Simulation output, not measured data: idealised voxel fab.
This is a process module. Its name is voxel capacitor over wiring.
The cross-section shown here is cut; it is 240 nm wide and divided into square cells measuring 5 nm on a side.
In this document a cross-section is written as a grid of square cells. It is given as a series of bands, listed from the top down, and a band is one or more rows of cells.
Band: top and bottom heights (nm) first, top before bottom; then materials from left to right, widths in nm. "all across" marks a sole material filling the band edge to edge. "empty" denotes empty space.
Note: height 0 marks the level under which the wafer is uniformly one material as received. Lowest band unbounded below, written "0 down".
With a width like "30 to 40", each row of cells in the band differs from the next by the same amount, the top row carrying the first number and the bottom row the second.
Basically "everything unchanged" means that step didn't change any cell in the cross-section.
"Closed void entries" specifies each empty space that is not open to the top and that occupies no fewer than 8 cells, using the form width x height at distance, the distance measured from the left edge and all three quantities in nm.
The remark found on a step's line after its settings is issued by the simulator itself and pertains to that step.
"overlay nm" on a masked step: distance the mask lay right of its planned place, negative for left.
Process steps foreseen in the plan
1) RECEIVE with material Si
2) CONFORMAL_DEP with material SiO2, thk nm 15
3) DIRECTIONAL_DEP with material TiN, thk nm 5
4) DIRECTIONAL_DEP with material W, thk nm 25
5) PATTERN with tone cover, mask id METAL_1, material resist, width nm 25, pitch nm 90, thk nm 20, overlay nm 0
6) DIRECTIONAL_ETCH with etch materials W, depth nm 25
7) DIRECTIONAL_ETCH with etch materials TiN, depth nm 5
8) STRIP with etch materials resist
9) CONFORMAL_DEP with material SiN, thk nm 5
10) FILL_DEP with material lowk, thk nm 5
11) CMP with height nm 45
12) CONFORMAL_DEP with material SiCN, thk nm 5
13) DIRECTIONAL_DEP with material SiO2, thk nm 15
14) DIRECTIONAL_DEP with material aC, thk nm 15
15) PATTERN with tone open, mask id PLUG_1, material resist, width nm 15, thk nm 30, overlay nm 0
16) DIRECTIONAL_ETCH with etch materials aC, depth nm 15
17) STRIP with etch materials resist
18) DIRECTIONAL_ETCH with etch materials SiO2, depth nm 15
19) DIRECTIONAL_ETCH with etch materials SiCN, depth nm 5
20) STRIP with etch materials aC
21) CONFORMAL_DEP with material TiN, thk nm 5
22) FILL_DEP with material Ru, thk nm 10
23) CMP with height nm 65
24) DIRECTIONAL_DEP with material TiN, thk nm 5
25) DIRECTIONAL_DEP with material Al2O3, thk nm 5
26) DIRECTIONAL_DEP with material TiN, thk nm 5
27) DIRECTIONAL_DEP with material aC, thk nm 10
28) PATTERN with tone cover, mask id UPPER_PLATE, material resist, width nm 70, thk nm 25, overlay nm 0
29) DIRECTIONAL_ETCH with etch materials aC, depth nm 10
30) STRIP with etch materials resist
31) DIRECTIONAL_ETCH with etch materials TiN, depth nm 5
32) DIRECTIONAL_ETCH with etch materials Al2O3, depth nm 5
33) STRIP with etch materials aC
34) PATTERN with tone cover, mask id LOWER_PLATE, material resist, width nm 80, thk nm 15, overlay nm -15
35) DIRECTIONAL_ETCH with etch materials TiN, depth nm 5
36) STRIP with etch materials resist
37) FILL_DEP with material SiO2, thk nm 15
38) CMP with height nm 90
39) PATTERN with tone open, mask id PLUG_2, material resist, width nm 15, thk nm 15, overlay nm 0
40) DIRECTIONAL_ETCH with etch materials SiO2, depth nm 10
41) STRIP with etch materials resist
42) CONFORMAL_DEP with material TiN, thk nm 5
43) FILL_DEP with material Ru, thk nm 5
44) CMP with height nm 90
45) CONFORMAL_DEP with material SiN, thk nm 5
The plan's step 34 overlay nm is the first wafer's value; the wafers differ in this setting and start identical.
Step 1 complete: as-received cross-section of the first of several wafers
> 0 down = Si all across
> Closed void entries: none
Per wafer (row), end of module: delta in cells per material since receipt, (+) for gained, (-) for lost; closed voids after that
overlay nm -15, +14 Al2O3, +4 Ru, +45 SiCN, +106 SiN, +469 SiO2, +54 TiN, +50 W, +170 lowk, Closed void entries: none
overlay nm -10, +14 Al2O3, +4 Ru, +45 SiCN, +106 SiN, +469 SiO2, +54 TiN, +50 W, +170 lowk, Closed void entries: none
overlay nm -5, +14 Al2O3, +4 Ru, +45 SiCN, +106 SiN, +469 SiO2, +54 TiN, +50 W, +170 lowk, Closed void entries: none
overlay nm 0, +14 Al2O3, +4 Ru, +45 SiCN, +106 SiN, +469 SiO2, +54 TiN, +50 W, +170 lowk, Closed void entries: none
overlay nm 5, +14 Al2O3, +4 Ru, +45 SiCN, +106 SiN, +469 SiO2, +54 TiN, +50 W, +170 lowk, Closed void entries: none
overlay nm 10, +14 Al2O3, +4 Ru, +45 SiCN, +106 SiN, +469 SiO2, +54 TiN, +50 W, +170 lowk, Closed void entries: none
overlay nm 15, +14 Al2O3, +4 Ru, +45 SiCN, +106 SiN, +469 SiO2, +54 TiN, +50 W, +170 lowk, Closed void entries: none
